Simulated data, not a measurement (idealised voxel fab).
process module | voxel wiring stack
cross-section cut | 205 nm wide | cells 5 nm
A cross-section is a grid of square cells, given in bands from the top down. A band is one or more rows of cells.
Each band's line starts with the height of the band's top and of its bottom, in nm. Then come its materials from left to right, each with its width in nm. One material with "throughout" fills the band from edge to edge. "air" is empty space.
Height 0 is the level under which the wafer as received is all one material. The lowest band goes on downwards, as in "0 down".
A width such as "30 to 40" changes by the same amount from each row of cells to the next, from the band's top row to its bottom row.
"no change" after a step means that no cell of the cross-section changed.
closed voids: empty space of 8 cells or more with no open way to the top, each as width x height at its distance from the left edge, in nm
after a step's settings: what the simulator itself notes on the step
overlay nm, on a step with a mask: how far to the right of its planned place the mask lay; to the left if negative
plan
1 op RECEIVE | material Si
2 op CONFORMAL_DEP | material SiO2 | thk nm 15
3 op CONFORMAL_DEP | material SiCN | thk nm 5
4 op DIRECTIONAL_DEP | material lowk | thk nm 25
5 op DIRECTIONAL_DEP | material aC | thk nm 10
6 op PATTERN | tone open | mask id METAL_1 | material resist | width nm 25 | pitch nm 50 | thk nm 30 | overlay nm 0
7 op DIRECTIONAL_ETCH | etch materials aC | depth nm 10
8 op STRIP | etch materials resist
9 op DIRECTIONAL_ETCH | etch materials lowk | depth nm 25
10 op DIRECTIONAL_ETCH | etch materials SiCN | depth nm 5
11 op STRIP | etch materials aC
12 op CONFORMAL_DEP | material TiN | thk nm 5
13 op FILL_DEP | material Cu | thk nm 10
14 op CMP | height nm 45
15 op CONFORMAL_DEP | material SiCN | thk nm 5
16 op DIRECTIONAL_DEP | material lowk | thk nm 15
17 op DIRECTIONAL_DEP | material aC | thk nm 15
18 op PATTERN | tone open | mask id PLUG_1 | material resist | width nm 15 | pitch nm 50 | thk nm 30 | overlay nm 0
19 op DIRECTIONAL_ETCH | etch materials aC | depth nm 15
20 op STRIP | etch materials resist
21 op DIRECTIONAL_ETCH | etch materials lowk | depth nm 15
22 op DIRECTIONAL_ETCH | etch materials SiCN | depth nm 5
23 op STRIP | etch materials aC
24 op CONFORMAL_DEP | material TiN | thk nm 5
25 op FILL_DEP | material Ru | thk nm 5
26 op CMP | height nm 65
27 op DIRECTIONAL_DEP | material TiN | thk nm 5
28 op DIRECTIONAL_DEP | material W | thk nm 20
29 op MASKED_ETCH | tone cover | mask id METAL_2 | width nm 25 | pitch nm 50 | etch materials W | depth nm 20 | overlay nm 0
30 op MASKED_ETCH | tone cover | mask id METAL_2 | width nm 25 | pitch nm 50 | etch materials TiN | depth nm 5 | overlay nm 0
31 op FILL_DEP | material SiO2 | thk nm 5
32 op CMP | height nm 90
33 op CONFORMAL_DEP | material SiN | thk nm 5
as received, after step 1
  0 down: Si throughout
  closed voids: none
first wafer at the end, as planned
  95 to 90: SiN throughout
  90 to 70: SiO2 40 | W 25 | SiO2 25 | W 25 | SiO2 25 | W 25 | SiO2 40
  70 to 65: SiO2 40 | TiN 25 | SiO2 25 | TiN 25 | SiO2 25 | TiN 25 | SiO2 40
  65 to 50: lowk 40 | TiN 5 | Ru 5 | TiN 5 | lowk 35 | TiN 5 | Ru 5 | TiN 5 | lowk 35 | TiN 5 | Ru 5 | TiN 5 | lowk 50
  50 to 45: SiCN 40 | TiN 15 | SiCN 35 | TiN 15 | SiCN 35 | TiN 15 | SiCN 50
  45 to 20: lowk 40 | TiN 5 | Cu 15 | TiN 5 | lowk 25 | TiN 5 | Cu 15 | TiN 5 | lowk 25 | TiN 5 | Cu 15 | TiN 5 | lowk 40
  20 to 15: SiCN 40 | TiN 25 | SiCN 25 | TiN 25 | SiCN 25 | TiN 25 | SiCN 40
  15 to 0: SiO2 throughout
  0 down: Si throughout
  closed voids: none
second wafer at the end: like start, like plan, one mistake
  95 to 90: SiN throughout
  90 to 70: SiO2 40 | W 30 | SiO2 20 | W 30 | SiO2 20 | W 30 | SiO2 35
  70 to 65: SiO2 40 | TiN 30 | SiO2 20 | TiN 30 | SiO2 20 | TiN 30 | SiO2 35
  65 to 50: lowk 40 | TiN 5 | Ru 5 | TiN 5 | lowk 35 | TiN 5 | Ru 5 | TiN 5 | lowk 35 | TiN 5 | Ru 5 | TiN 5 | lowk 50
  50 to 45: SiCN 40 | TiN 15 | SiCN 35 | TiN 15 | SiCN 35 | TiN 15 | SiCN 50
  45 to 20: lowk 40 | TiN 5 | Cu 15 | TiN 5 | lowk 25 | TiN 5 | Cu 15 | TiN 5 | lowk 25 | TiN 5 | Cu 15 | TiN 5 | lowk 40
  20 to 15: SiCN 40 | TiN 25 | SiCN 25 | TiN 25 | SiCN 25 | TiN 25 | SiCN 40
  15 to 0: SiO2 throughout
  0 down: Si throughout
  closed voids: none
what went wrong: step 29 ran as: op MASKED_ETCH | tone cover | mask id METAL_2 | width nm 30 | pitch nm 50 | etch materials W | depth nm 20 | overlay nm 0
at the end the second wafer has, in cells: 15 fewer of SiO2 | 3 more of TiN | 12 more of W
